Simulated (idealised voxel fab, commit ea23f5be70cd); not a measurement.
Process module, titled voxel self aligned vias
We display cut, a cross-section 285 nm in width whose square cells are each 5 nm.
For the purposes of this document, a cross-section shall be understood as a grid of square cells, specified as bands listed in top-to-bottom order, each band consisting of one or more rows of cells. First you get the band's top height and its bottom height, in nm, and then the materials it's made of, left to right, with each width in nm. If you see a single material with "everywhere", that one covers the band edge to edge. "blank" is empty space. Ref level 0: as-received wafer is one material below here. Bottom band extends down with no lower bound ("0 nm and below"). It should be noted that a width expressed as "30 to 40" varies in equal increments from row to row of cells within the band, taking the value of the first number at the top row and that of the second number at the bottom row. Step marked "nothing was modified"? Then no cell in the cross-section changed in it. The list in "Tabulated closed voids" covers empty spaces of 8 cells or more that cannot reach the top through any open way, and it gives each as width x height at distance; the distance is from the left edge, and width, height and distance are in nm. Whatever follows a step's settings on its line is a remark the simulator itself makes about that step. A step line may carry the setting "overlay nm", which, for steps involving a mask, states the distance by which the mask lay to the right of its intended position; negative values denote displacement to the left.
The process steps that were planned are listed below
1. RECEIVE (material Si)
2. CONFORMAL_DEP (material SiO2; thk nm 15)
3. CONFORMAL_DEP (material SiCN; thk nm 5)
4. DIRECTIONAL_DEP (material SiO2; thk nm 25)
5. DIRECTIONAL_DEP (material aC; thk nm 10)
6. PATTERN (tone open; mask id LINES; material resist; width nm 25; pitch nm 65; thk nm 25; overlay nm 0)
7. DIRECTIONAL_ETCH (etch materials aC; depth nm 10)
8. STRIP (etch materials resist)
9. DIRECTIONAL_ETCH (etch materials SiO2; depth nm 25)
10. STRIP (etch materials aC)
11. CONFORMAL_DEP (material TiN; thk nm 5)
12. FILL_DEP (material Ru; thk nm 5)
13. CMP (height nm 45)
14. SELECTIVE_ETCH (etch materials W Ru TiN; depth nm 10)
15. FILL_DEP (material SiN; thk nm 10)
16. CMP (height nm 45)
17. DIRECTIONAL_DEP (material SiO2; thk nm 20)
18. PATTERN (tone open; mask id VIAS; material resist; width nm 45; pitch nm 130; thk nm 15; overlay nm 0)
19. DIRECTIONAL_ETCH (etch materials SiO2; depth nm 20)
20. DIRECTIONAL_ETCH (etch materials SiN; depth nm 10)
21. STRIP (etch materials resist)
22. CONFORMAL_DEP (material TiN; thk nm 5)
23. FILL_DEP (material Cu; thk nm 10)
24. CMP (height nm 65)
25. CONFORMAL_DEP (material SiCN; thk nm 5)
Incoming wafer in cross-section (state: after step 1)
	0 nm and below  Si everywhere
	Tabulated closed voids: none
Cross-section, first of two wafers, end of module, run as planned
	70 nm to 65 nm  SiCN everywhere
	65 nm to 50 nm  SiO2=55, TiN=5, Cu=35, TiN=5, SiO2=85, TiN=5, Cu=35, TiN=5, SiO2=55
	50 nm to 45 nm  SiO2=55, TiN=15, Cu=15, TiN=15, SiO2=85, TiN=15, Cu=15, TiN=15, SiO2=55
	45 nm to 40 nm  SiO2=65, TiN=5, Cu=15, TiN=5, SiO2=40, SiN=25, SiO2=40, TiN=5, Cu=15, TiN=5, SiO2=65
	40 nm to 35 nm  SiO2=65, TiN=25, SiO2=40, SiN=25, SiO2=40, TiN=25, SiO2=65
	35 nm to 25 nm  SiO2=65, TiN=5, Ru=15, TiN=5, SiO2=40, TiN=5, Ru=15, TiN=5, SiO2=40, TiN=5, Ru=15, TiN=5, SiO2=65
	25 nm to 20 nm  SiO2=65, TiN=25, SiO2=40, TiN=25, SiO2=40, TiN=25, SiO2=65
	20 nm to 15 nm  SiCN everywhere
	15 nm to 0 nm  SiO2 everywhere
	0 nm and below  Si everywhere
	Tabulated closed voids: none
Same start, same plan as the first wafer - but one mistake in the run. Cross-section of the second of the two at the end of the module
	70 nm to 65 nm  SiCN everywhere
	65 nm to 50 nm  SiO2=55, TiN=5, Cu=35, TiN=5, SiO2=85, TiN=5, Cu=35, TiN=5, SiO2=55
	50 nm to 45 nm  SiO2=55, TiN=5, Cu=15, TiN=25, SiO2=85, TiN=5, Cu=15, TiN=25, SiO2=55
	45 nm to 40 nm  SiO2=55, TiN=5, Cu=15, TiN=5, SiO2=40, SiN=25, SiO2=40, TiN=5, Cu=15, TiN=5, SiO2=75
	40 nm to 35 nm  SiO2=55, TiN=25, SiO2=40, SiN=25, SiO2=40, TiN=25, SiO2=75
	35 nm to 25 nm  SiO2=55, TiN=5, Ru=15, TiN=5, SiO2=40, TiN=5, Ru=15, TiN=5, SiO2=40, TiN=5, Ru=15, TiN=5, SiO2=75
	25 nm to 20 nm  SiO2=55, TiN=25, SiO2=40, TiN=25, SiO2=40, TiN=25, SiO2=75
	20 nm to 15 nm  SiCN everywhere
	15 nm to 0 nm  SiO2 everywhere
	0 nm and below  Si everywhere
	Tabulated closed voids: none
Plan not followed: step 6 was processed under conditions differing from the plan, specifically as PATTERN (tone open; mask id LINES; material resist; width nm 25; pitch nm 65; thk nm 25; overlay nm -10)
Both wafers, final: cells per material equal; arrangement not.
